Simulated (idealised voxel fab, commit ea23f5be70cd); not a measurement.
Herein follows the process module entitled voxel wiring stack.
It is cross-section cut that appears here, measuring 285 nm in width, its square cells being 5 nm in size.
Cross-section, as written here: a square-cell grid given band by band from the top down, where a band holds one or more rows of cells.
Top, bottom (nm), then materials left to right with widths (nm); lone material tagged "full width" fills the whole band edge to edge; "air" = empty space.
Ref level 0: as-received wafer is one material below here. Bottom band extends down with no lower bound ("top 0, no bottom").
So if you see something like "30 to 40" for the width, read it as the top row of the band sitting at the first number and the bottom row at the second, with every row in between moving by the same amount as the last.
You'll sometimes find "remains unaltered" written for a step, and that's the way of saying that nowhere in the cross-section did a cell change during that step.
Heads up: "Entrapped void list" only lists the empty pockets with no open path to the top that are 8 cells or more, and it writes them as width x height at distance, distance from the left edge, in nm.
On a step's line, text after the settings is the simulator commenting on that step.
On any step carrying a mask, the "overlay nm" setting, if present on the step's line, tells how far right of its planned place the mask lay; negative values point to the left.

-- Process steps (planned)
- 1: RECEIVE with material Si
- 2: CONFORMAL_DEP with material SiO2, thk nm 15
- 3: CONFORMAL_DEP with material SiN, thk nm 5
- 4: DIRECTIONAL_DEP with material SiO2, thk nm 20
- 5: PATTERN with tone open, mask id METAL_1, material resist, width nm 20, pitch nm 45, thk nm 20, overlay nm 0
- 6: DIRECTIONAL_ETCH with etch materials SiO2, depth nm 20
- 7: DIRECTIONAL_ETCH with etch materials SiN, depth nm 5
- 8: STRIP with etch materials resist
- 9: CONFORMAL_DEP with material TiN, thk nm 5
- 10: FILL_DEP with material Cu, thk nm 10
- 11: CMP with height nm 40
- 12: CONFORMAL_DEP with material SiCN, thk nm 5
- 13: DIRECTIONAL_DEP with material lowk, thk nm 15
- 14: DIRECTIONAL_DEP with material aC, thk nm 10
- 15: PATTERN with tone open, mask id PLUG_1, material resist, width nm 15, pitch nm 90, thk nm 30, overlay nm 0
- 16: DIRECTIONAL_ETCH with etch materials aC, depth nm 10
- 17: STRIP with etch materials resist
- 18: DIRECTIONAL_ETCH with etch materials lowk, depth nm 15
- 19: DIRECTIONAL_ETCH with etch materials SiCN, depth nm 5
- 20: STRIP with etch materials aC
- 21: CONFORMAL_DEP with material TiN, thk nm 5
- 22: FILL_DEP with material Ru, thk nm 5
- 23: CMP with height nm 60
- 24: CONFORMAL_DEP with material SiCN, thk nm 5
- 25: DIRECTIONAL_DEP with material lowk, thk nm 15
- 26: MASKED_ETCH with tone open, mask id METAL_2, width nm 20, pitch nm 45, etch materials lowk, depth nm 15, overlay nm 0
- 27: MASKED_ETCH with tone open, mask id METAL_2, width nm 20, pitch nm 45, etch materials SiCN, depth nm 5, overlay nm 0
- 28: CONFORMAL_DEP with material TiN, thk nm 5
- 29: FILL_DEP with material Cu, thk nm 5
- 30: CMP with height nm 80
- 31: EPI with material Ru, thk nm 5
- 32: FILL_DEP with material SiCN, thk nm 5

-- First of two wafers - as planned

-- Wafer cross-section on receipt, i.e. after step 1
top 0, no bottom: Si full width
Entrapped void list: none

-- Cross-section through the wafer, step 2 finished
top 15, bottom 0: SiO2 full width
below 0: unchanged

-- Cross-section through the wafer, step 3 finished
top 20, bottom 15: SiN full width
below 15: unchanged

-- Cross-section through the wafer, step 4 finished
top 40, bottom 20: SiO2 full width
below 20: unchanged

-- Cross-section through the wafer, step 5 finished
top 60, bottom 40: resist 85, then air 20, then resist 25, then air 20, then resist 25, then air 20, then resist 90
below 40: unchanged

-- Cross-section through the wafer, step 6 finished
top 60, bottom 40: resist 85, then air 20, then resist 25, then air 20, then resist 25, then air 20, then resist 90
top 40, bottom 20: SiO2 85, then air 20, then SiO2 25, then air 20, then SiO2 25, then air 20, then SiO2 90
below 20: unchanged

-- Cross-section through the wafer, step 7 finished
top 60, bottom 40: resist 85, then air 20, then resist 25, then air 20, then resist 25, then air 20, then resist 90
top 40, bottom 20: SiO2 85, then air 20, then SiO2 25, then air 20, then SiO2 25, then air 20, then SiO2 90
top 20, bottom 15: SiN 85, then air 20, then SiN 25, then air 20, then SiN 25, then air 20, then SiN 90
below 15: unchanged

-- Cross-section through the wafer, step 8 finished
top 40, bottom 20: SiO2 85, then air 20, then SiO2 25, then air 20, then SiO2 25, then air 20, then SiO2 90
below 20: unchanged

-- Cross-section through the wafer, step 9 finished
top 45, bottom 40: TiN 90, then air 10, then TiN 35, then air 10, then TiN 35, then air 10, then TiN 95
top 40, bottom 20: SiO2 85, then TiN 5, then air 10, then TiN 5, then SiO2 25, then TiN 5, then air 10, then TiN 5, then SiO2 25, then TiN 5, then air 10, then TiN 5, then SiO2 90
top 20, bottom 15: SiN 85, then TiN 20, then SiN 25, then TiN 20, then SiN 25, then TiN 20, then SiN 90
below 15: unchanged

-- Cross-section through the wafer, step 10 finished
top 55, bottom 45: Cu full width
top 45, bottom 40: TiN 90, then Cu 10, then TiN 35, then Cu 10, then TiN 35, then Cu 10, then TiN 95
top 40, bottom 20: SiO2 85, then TiN 5, then Cu 10, then TiN 5, then SiO2 25, then TiN 5, then Cu 10, then TiN 5, then SiO2 25, then TiN 5, then Cu 10, then TiN 5, then SiO2 90
below 20: unchanged

-- Cross-section through the wafer, step 11 finished
top 40, bottom 20: SiO2 85, then TiN 5, then Cu 10, then TiN 5, then SiO2 25, then TiN 5, then Cu 10, then TiN 5, then SiO2 25, then TiN 5, then Cu 10, then TiN 5, then SiO2 90
below 20: unchanged

-- Cross-section through the wafer, step 12 finished
top 45, bottom 40: SiCN full width
below 40: unchanged

-- Cross-section through the wafer, step 13 finished
top 60, bottom 45: lowk full width
below 45: unchanged

-- Cross-section through the wafer, step 14 finished
top 70, bottom 60: aC full width
below 60: unchanged

-- Cross-section through the wafer, step 15 finished
top 100, bottom 70: resist 85, then air 15, then resist 75, then air 15, then resist 95
below 70: unchanged

-- Cross-section through the wafer, step 16 finished
top 90, bottom 70: resist 85, then air 15, then resist 75, then air 15, then resist 95
top 70, bottom 60: aC 85, then air 15, then aC 75, then air 15, then aC 95
below 60: unchanged

-- Cross-section through the wafer, step 17 finished
top 70, bottom 60: aC 85, then air 15, then aC 75, then air 15, then aC 95
below 60: unchanged

-- Cross-section through the wafer, step 18 finished
top 70, bottom 60: aC 85, then air 15, then aC 75, then air 15, then aC 95
top 60, bottom 45: lowk 85, then air 15, then lowk 75, then air 15, then lowk 95
below 45: unchanged

-- Cross-section through the wafer, step 19 finished
top 70, bottom 60: aC 85, then air 15, then aC 75, then air 15, then aC 95
top 60, bottom 45: lowk 85, then air 15, then lowk 75, then air 15, then lowk 95
top 45, bottom 40: SiCN 85, then air 15, then SiCN 75, then air 15, then SiCN 95
below 40: unchanged

-- Cross-section through the wafer, step 20 finished
top 60, bottom 45: lowk 85, then air 15, then lowk 75, then air 15, then lowk 95
below 45: unchanged

-- Cross-section through the wafer, step 21 finished
top 65, bottom 60: TiN 90, then air 5, then TiN 85, then air 5, then TiN 100
top 60, bottom 45: lowk 85, then TiN 5, then air 5, then TiN 5, then lowk 75, then TiN 5, then air 5, then TiN 5, then lowk 95
top 45, bottom 40: SiCN 85, then TiN 15, then SiCN 75, then TiN 15, then SiCN 95
below 40: unchanged

-- Cross-section through the wafer, step 22 finished
top 70, bottom 65: Ru full width
top 65, bottom 60: TiN 90, then Ru 5, then TiN 85, then Ru 5, then TiN 100
top 60, bottom 45: lowk 85, then TiN 5, then Ru 5, then TiN 5, then lowk 75, then TiN 5, then Ru 5, then TiN 5, then lowk 95
below 45: unchanged

-- Cross-section through the wafer, step 23 finished
top 60, bottom 45: lowk 85, then TiN 5, then Ru 5, then TiN 5, then lowk 75, then TiN 5, then Ru 5, then TiN 5, then lowk 95
below 45: unchanged

-- Cross-section through the wafer, step 24 finished
top 65, bottom 60: SiCN full width
below 60: unchanged

-- Cross-section through the wafer, step 25 finished
top 80, bottom 65: lowk full width
below 65: unchanged

-- Cross-section through the wafer, step 26 finished
top 80, bottom 65: lowk 85, then air 20, then lowk 25, then air 20, then lowk 25, then air 20, then lowk 90
below 65: unchanged

-- Cross-section through the wafer, step 27 finished
top 80, bottom 65: lowk 85, then air 20, then lowk 25, then air 20, then lowk 25, then air 20, then lowk 90
top 65, bottom 60: SiCN 85, then air 20, then SiCN 25, then air 20, then SiCN 25, then air 20, then SiCN 90
below 60: unchanged

-- Cross-section through the wafer, step 28 finished
top 85, bottom 80: TiN 90, then air 10, then TiN 35, then air 10, then TiN 35, then air 10, then TiN 95
top 80, bottom 65: lowk 85, then TiN 5, then air 10, then TiN 5, then lowk 25, then TiN 5, then air 10, then TiN 5, then lowk 25, then TiN 5, then air 10, then TiN 5, then lowk 90
top 65, bottom 60: SiCN 85, then TiN 20, then SiCN 25, then TiN 20, then SiCN 25, then TiN 20, then SiCN 90
below 60: unchanged

-- Cross-section through the wafer, step 29 finished
top 90, bottom 85: Cu full width
top 85, bottom 80: TiN 90, then Cu 10, then TiN 35, then Cu 10, then TiN 35, then Cu 10, then TiN 95
top 80, bottom 65: lowk 85, then TiN 5, then Cu 10, then TiN 5, then lowk 25, then TiN 5, then Cu 10, then TiN 5, then lowk 25, then TiN 5, then Cu 10, then TiN 5, then lowk 90
below 65: unchanged

-- Cross-section through the wafer, step 30 finished
top 80, bottom 65: lowk 85, then TiN 5, then Cu 10, then TiN 5, then lowk 25, then TiN 5, then Cu 10, then TiN 5, then lowk 25, then TiN 5, then Cu 10, then TiN 5, then lowk 90
below 65: unchanged

-- Cross-section through the wafer, step 31 finished
top 85, bottom 80: air 80, then Ru 30, then air 15, then Ru 30, then air 15, then Ru 30, then air 85
below 80: unchanged

-- Cross-section through the wafer, step 32 finished
top 90, bottom 85: SiCN full width
top 85, bottom 80: SiCN 80, then Ru 30, then SiCN 15, then Ru 30, then SiCN 15, then Ru 30, then SiCN 85
below 80: unchanged

-- Wafer two. Same start, same plan, one slip in execution. Same as wafer one through step 1, inclusive

-- Second wafer shown in cross-section at the time step 2 was slated to end
top 5, bottom 0: SiN full width
below 0: unchanged

-- Second wafer shown in cross-section at the time step 3 was slated to end
top 20, bottom 5: SiO2 full width
below 5: unchanged

-- Second wafer shown in cross-section at the time step 4 was slated to end
top 40, bottom 5: SiO2 full width
below 5: unchanged

-- Second wafer shown in cross-section at the time step 5 was slated to end
top 60, bottom 40: resist 85, then air 20, then resist 25, then air 20, then resist 25, then air 20, then resist 90
below 40: unchanged

-- Second wafer shown in cross-section at the time step 6 was slated to end
top 60, bottom 40: resist 85, then air 20, then resist 25, then air 20, then resist 25, then air 20, then resist 90
top 40, bottom 20: SiO2 85, then air 20, then SiO2 25, then air 20, then SiO2 25, then air 20, then SiO2 90
below 20: unchanged

Second wafer shown in cross-section at the time step 7 was slated to end: remains unaltered

-- Second wafer shown in cross-section at the time step 8 was slated to end
top 40, bottom 20: SiO2 85, then air 20, then SiO2 25, then air 20, then SiO2 25, then air 20, then SiO2 90
below 20: unchanged

-- Second wafer shown in cross-section at the time step 9 was slated to end
top 45, bottom 40: TiN 90, then air 10, then TiN 35, then air 10, then TiN 35, then air 10, then TiN 95
top 40, bottom 25: SiO2 85, then TiN 5, then air 10, then TiN 5, then SiO2 25, then TiN 5, then air 10, then TiN 5, then SiO2 25, then TiN 5, then air 10, then TiN 5, then SiO2 90
top 25, bottom 20: SiO2 85, then TiN 20, then SiO2 25, then TiN 20, then SiO2 25, then TiN 20, then SiO2 90
below 20: unchanged

-- Second wafer shown in cross-section at the time step 10 was slated to end
top 55, bottom 45: Cu full width
top 45, bottom 40: TiN 90, then Cu 10, then TiN 35, then Cu 10, then TiN 35, then Cu 10, then TiN 95
top 40, bottom 25: SiO2 85, then TiN 5, then Cu 10, then TiN 5, then SiO2 25, then TiN 5, then Cu 10, then TiN 5, then SiO2 25, then TiN 5, then Cu 10, then TiN 5, then SiO2 90
below 25: unchanged

-- Second wafer shown in cross-section at the time step 11 was slated to end
top 40, bottom 25: SiO2 85, then TiN 5, then Cu 10, then TiN 5, then SiO2 25, then TiN 5, then Cu 10, then TiN 5, then SiO2 25, then TiN 5, then Cu 10, then TiN 5, then SiO2 90
below 25: unchanged

-- Second wafer shown in cross-section at the time step 12 was slated to end
top 45, bottom 40: SiCN full width
below 40: unchanged

-- Second wafer shown in cross-section at the time step 13 was slated to end
top 60, bottom 45: lowk full width
below 45: unchanged

-- Second wafer shown in cross-section at the time step 14 was slated to end
top 70, bottom 60: aC full width
below 60: unchanged

-- Second wafer shown in cross-section at the time step 15 was slated to end
top 100, bottom 70: resist 85, then air 15, then resist 75, then air 15, then resist 95
below 70: unchanged

-- Second wafer shown in cross-section at the time step 16 was slated to end
top 90, bottom 70: resist 85, then air 15, then resist 75, then air 15, then resist 95
top 70, bottom 60: aC 85, then air 15, then aC 75, then air 15, then aC 95
below 60: unchanged

-- Second wafer shown in cross-section at the time step 17 was slated to end
top 70, bottom 60: aC 85, then air 15, then aC 75, then air 15, then aC 95
below 60: unchanged

-- Second wafer shown in cross-section at the time step 18 was slated to end
top 70, bottom 60: aC 85, then air 15, then aC 75, then air 15, then aC 95
top 60, bottom 45: lowk 85, then air 15, then lowk 75, then air 15, then lowk 95
below 45: unchanged

-- Second wafer shown in cross-section at the time step 19 was slated to end
top 70, bottom 60: aC 85, then air 15, then aC 75, then air 15, then aC 95
top 60, bottom 45: lowk 85, then air 15, then lowk 75, then air 15, then lowk 95
top 45, bottom 40: SiCN 85, then air 15, then SiCN 75, then air 15, then SiCN 95
below 40: unchanged

-- Second wafer shown in cross-section at the time step 20 was slated to end
top 60, bottom 45: lowk 85, then air 15, then lowk 75, then air 15, then lowk 95
below 45: unchanged

-- Second wafer shown in cross-section at the time step 21 was slated to end
top 65, bottom 60: TiN 90, then air 5, then TiN 85, then air 5, then TiN 100
top 60, bottom 45: lowk 85, then TiN 5, then air 5, then TiN 5, then lowk 75, then TiN 5, then air 5, then TiN 5, then lowk 95
top 45, bottom 40: SiCN 85, then TiN 15, then SiCN 75, then TiN 15, then SiCN 95
below 40: unchanged

-- Second wafer shown in cross-section at the time step 22 was slated to end
top 70, bottom 65: Ru full width
top 65, bottom 60: TiN 90, then Ru 5, then TiN 85, then Ru 5, then TiN 100
top 60, bottom 45: lowk 85, then TiN 5, then Ru 5, then TiN 5, then lowk 75, then TiN 5, then Ru 5, then TiN 5, then lowk 95
below 45: unchanged

-- Second wafer shown in cross-section at the time step 23 was slated to end
top 60, bottom 45: lowk 85, then TiN 5, then Ru 5, then TiN 5, then lowk 75, then TiN 5, then Ru 5, then TiN 5, then lowk 95
below 45: unchanged

-- Second wafer shown in cross-section at the time step 24 was slated to end
top 65, bottom 60: SiCN full width
below 60: unchanged

-- Second wafer shown in cross-section at the time step 25 was slated to end
top 80, bottom 65: lowk full width
below 65: unchanged

-- Second wafer shown in cross-section at the time step 26 was slated to end
top 80, bottom 65: lowk 85, then air 20, then lowk 25, then air 20, then lowk 25, then air 20, then lowk 90
below 65: unchanged

-- Second wafer shown in cross-section at the time step 27 was slated to end
top 80, bottom 65: lowk 85, then air 20, then lowk 25, then air 20, then lowk 25, then air 20, then lowk 90
top 65, bottom 60: SiCN 85, then air 20, then SiCN 25, then air 20, then SiCN 25, then air 20, then SiCN 90
below 60: unchanged

-- Second wafer shown in cross-section at the time step 28 was slated to end
top 85, bottom 80: TiN 90, then air 10, then TiN 35, then air 10, then TiN 35, then air 10, then TiN 95
top 80, bottom 65: lowk 85, then TiN 5, then air 10, then TiN 5, then lowk 25, then TiN 5, then air 10, then TiN 5, then lowk 25, then TiN 5, then air 10, then TiN 5, then lowk 90
top 65, bottom 60: SiCN 85, then TiN 20, then SiCN 25, then TiN 20, then SiCN 25, then TiN 20, then SiCN 90
below 60: unchanged

-- Second wafer shown in cross-section at the time step 29 was slated to end
top 90, bottom 85: Cu full width
top 85, bottom 80: TiN 90, then Cu 10, then TiN 35, then Cu 10, then TiN 35, then Cu 10, then TiN 95
top 80, bottom 65: lowk 85, then TiN 5, then Cu 10, then TiN 5, then lowk 25, then TiN 5, then Cu 10, then TiN 5, then lowk 25, then TiN 5, then Cu 10, then TiN 5, then lowk 90
below 65: unchanged

-- Second wafer shown in cross-section at the time step 30 was slated to end
top 80, bottom 65: lowk 85, then TiN 5, then Cu 10, then TiN 5, then lowk 25, then TiN 5, then Cu 10, then TiN 5, then lowk 25, then TiN 5, then Cu 10, then TiN 5, then lowk 90
below 65: unchanged

-- Second wafer shown in cross-section at the time step 31 was slated to end
top 85, bottom 80: air 80, then Ru 30, then air 15, then Ru 30, then air 15, then Ru 30, then air 85
below 80: unchanged

-- Second wafer shown in cross-section at the time step 32 was slated to end
top 90, bottom 85: SiCN full width
top 85, bottom 80: SiCN 80, then Ru 30, then SiCN 15, then Ru 30, then SiCN 15, then Ru 30, then SiCN 85
below 80: unchanged
Want to know what went wrong? so 2 and 3 got swapped relative to the plan, each ran where the other was supposed to
Final tally in cells, some materials are higher or lower on the second wafer than on the first: Cu -6 | SiN +12 | TiN -6
